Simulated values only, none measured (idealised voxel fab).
A process module follows: voxel spacer lines.
The width of the displayed cross-section, cut, is 225 nm; its cells are square, with a size of 5 nm.
How to read a cross-section here: the picture is a grid of square cells, written as bands going from the top down, and any band can span one or more rows of cells.
Top, bottom (nm), then materials left to right with widths (nm); lone material tagged "throughout" fills the whole band edge to edge; "empty" = empty space.
All heights in this document are referenced to 0, defined as the level beneath which the wafer, as received, consists entirely of one material. The lowest band is not bounded below; it extends indefinitely downward and is written in the form "from 0 down".
The width entry "30 to 40" should be interpreted row by row: the top row of cells in the band takes the first number, the bottom row takes the second number, and the change between adjacent rows is uniform throughout.
You'll sometimes find "remained unchanged" written for a step, and that's the way of saying that nowhere in the cross-section did a cell change during that step.
In "Fully sealed voids" the enclosed voids are listed, meaning empty spaces of 8 cells or larger without any opening to the top. The form is width x height at distance, distance from the left edge, units nm.
Heads up: the bit after the settings on a step's line is the simulator's remark on that step.
overlay nm: mask offset rightward from planned place, masked step; negative means leftward offset.
## So here's the lineup of process steps we planned
step 1: op RECEIVE | material Si
step 2: op CONFORMAL_DEP | material SiO2 | thk nm 10
step 3: op DIRECTIONAL_DEP | material TiN | thk nm 10
step 4: op DIRECTIONAL_DEP | material polySi | thk nm 20
step 5: op PATTERN | tone cover | mask id MANDREL | material resist | width nm 20 | pitch nm 70 | thk nm 30 | overlay nm 0
step 6: op DIRECTIONAL_ETCH | etch materials polySi | depth nm 20
step 7: op STRIP | etch materials resist
step 8: op CONFORMAL_DEP | material SiN | thk nm 15
step 9: op DIRECTIONAL_ETCH | etch materials SiN | depth nm 15
step 10: op STRIP | etch materials polySi
step 11: op DIRECTIONAL_ETCH | etch materials TiN | depth nm 10
step 12: op STRIP | etch materials SiN
## as received, after step 1
* from 0 down = Si throughout
* Fully sealed voids: none
## What the wafer looks like in cross-section after this module, when it starts as shown above and follows the plan above but one mistake is made in running it
* from 20 to 10 = 30 nm empty / 20 nm TiN / 50 nm empty / 20 nm TiN / 50 nm empty / 20 nm TiN / 35 nm empty
* from 10 to 0 = SiO2 throughout
* from 0 down = Si throughout
* Fully sealed voids: none
Diagnosis: step 5 was not run as planned; what actually ran was op PATTERN | tone open | mask id MANDREL | material resist | width nm 20 | pitch nm 70 | thk nm 30 | overlay nm 0
